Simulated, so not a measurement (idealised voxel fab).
process module | voxel plated lines
cross-section cut | 285 nm wide | cells 5 nm
A cross-section is a grid of square cells, given in bands from the top down. A band is one or more rows of cells.
Each band's line starts with the height of the band's top and of its bottom, in nm. Then come its materials from left to right, each with its width in nm. One material with "throughout" fills the band from edge to edge. "air" is empty space.
Height 0 is the level under which the wafer as received is all one material. The lowest band goes on downwards, as in "0 down".
A width such as "30 to 40" changes by the same amount from each row of cells to the next, from the band's top row to its bottom row.
"no change" after a step means that no cell of the cross-section changed.
closed voids: empty space of 8 cells or more with no open way to the top, each as width x height at its distance from the left edge, in nm
after a step's settings: what the simulator itself notes on the step
overlay nm, on a step with a mask: how far to the right of its planned place the mask lay; to the left if negative
plan
1 op RECEIVE | material Si
2 op CONFORMAL_DEP | material SiN | thk nm 10
3 op DIRECTIONAL_DEP | material TiN | thk nm 5
4 op PATTERN | tone open | mask id LINES | material resist | width nm 20 | pitch nm 40 | thk nm 15 | overlay nm 0
5 op EPI | material Ru | thk nm 10
6 op STRIP | etch materials resist
7 op DIRECTIONAL_ETCH | etch materials TiN | depth nm 5
8 op CONFORMAL_DEP | material SiN | thk nm 10
first wafer, as planned
as received, after step 1
  0 down: Si throughout
  closed voids: none
after step 2
  10 to 0: SiN throughout
  below 0: unchanged
after step 3
  15 to 10: TiN throughout
  below 10: unchanged
after step 4
  30 to 15: resist 110 | air 20 | resist 20 | air 20 | resist 115
  below 15: unchanged
after step 5
  30 to 25: resist 110 | air 20 | resist 20 | air 20 | resist 115
  25 to 15: resist 110 | Ru 20 | resist 20 | Ru 20 | resist 115
  below 15: unchanged
after step 6
  25 to 15: air 110 | Ru 20 | air 20 | Ru 20 | air 115
  below 15: unchanged
after step 7
  25 to 15: air 110 | Ru 20 | air 20 | Ru 20 | air 115
  15 to 10: air 110 | TiN 20 | air 20 | TiN 20 | air 115
  below 10: unchanged
after step 8
  35 to 25: air 100 | SiN 80 | air 105
  25 to 20: air 100 | SiN 10 | Ru 20 | SiN 20 | Ru 20 | SiN 10 | air 105
  20 to 15: SiN 110 | Ru 20 | SiN 20 | Ru 20 | SiN 115
  15 to 10: SiN 110 | TiN 20 | SiN 20 | TiN 20 | SiN 115
  below 10: unchanged
second wafer: like start, like plan, one mistake. Through step 4 it matches the first wafer
when step 5 should have ended
  35 to 30: air 105 | Ru 30 | air 10 | Ru 30 | air 110
  30 to 15: resist 110 | Ru 20 | resist 20 | Ru 20 | resist 115
  below 15: unchanged
when step 6 should have ended
  35 to 30: air 105 | Ru 30 | air 10 | Ru 30 | air 110
  30 to 15: air 110 | Ru 20 | air 20 | Ru 20 | air 115
  below 15: unchanged
when step 7 should have ended
  35 to 30: air 105 | Ru 30 | air 10 | Ru 30 | air 110
  30 to 15: air 110 | Ru 20 | air 20 | Ru 20 | air 115
  15 to 10: air 105 | TiN 30 | air 10 | TiN 30 | air 110
  below 10: unchanged
when step 8 should have ended
  45 to 35: air 95 | SiN 90 | air 100
  35 to 25: air 95 | SiN 10 to 15 | Ru 30 to 20 | SiN 10 to 20 | Ru 30 to 20 | SiN 10 to 15 | air 100
  25 to 20: air 95 | SiN 15 | Ru 20 | SiN 5 | air 10 | SiN 5 | Ru 20 | SiN 15 | air 100
  20 to 15: SiN 110 | Ru 20 | SiN 20 | Ru 20 | SiN 115
  15 to 10: SiN 105 | TiN 30 | SiN 10 | TiN 30 | SiN 110
  below 10: unchanged
what went wrong: step 5 was run twice
at the end the second wafer has, in cells: 20 more of Ru | 16 more of SiN | 4 more of TiN
